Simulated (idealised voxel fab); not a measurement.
process module | voxel released beams
cross-section cut | 200 nm wide | cells 5 nm
A cross-section is a grid of square cells, given in bands from the top down. A band is one or more rows of cells.
Each band's line starts with the height of the band's top and of its bottom, in nm. Then come its materials from left to right, each with its width in nm. One material with "throughout" fills the band from edge to edge. "air" is empty space.
Height 0 is the level under which the wafer as received is all one material. The lowest band goes on downwards, as in "0 down".
A width such as "30 to 40" changes by the same amount from each row of cells to the next, from the band's top row to its bottom row.
"no change" after a step means that no cell of the cross-section changed.
closed voids: empty space of 8 cells or more with no open way to the top, each as width x height at its distance from the left edge, in nm
after a step's settings: what the simulator itself notes on the step
overlay nm, on a step with a mask: how far to the right of its planned place the mask lay; to the left if negative
plan
1 op RECEIVE | material Si
2 op CONFORMAL_DEP | material SiN | thk nm 5
3 op DIRECTIONAL_DEP | material SiO2 | thk nm 15
4 op DIRECTIONAL_DEP | material aC | thk nm 15
5 op PATTERN | tone open | mask id ANCHOR | material resist | width nm 45 | thk nm 30 | overlay nm 0
6 op DIRECTIONAL_ETCH | etch materials aC | depth nm 15
7 op STRIP | etch materials resist
8 op DIRECTIONAL_ETCH | etch materials SiO2 | depth nm 15
9 op STRIP | etch materials aC
10 op CONFORMAL_DEP | material W | thk nm 15
11 op PATTERN | tone cover | mask id BEAM | material resist | width nm 90 | thk nm 20 | overlay nm 0
12 op DIRECTIONAL_ETCH | etch materials W | depth nm 15
13 op STRIP | etch materials resist
14 op STRIP | etch materials SiO2
as received, after step 1
  0 down: Si throughout
  closed voids: none
a wafer at the end: this start, this plan, one mistake
  50 to 35: air 50 | W 90 | air 60
  35 to 20: W throughout
  20 to 5: SiO2 55 | W 45 | SiO2 100
  5 to 0: SiN throughout
  0 down: Si throughout
  closed voids: none
what went wrong: step 10 was run twice
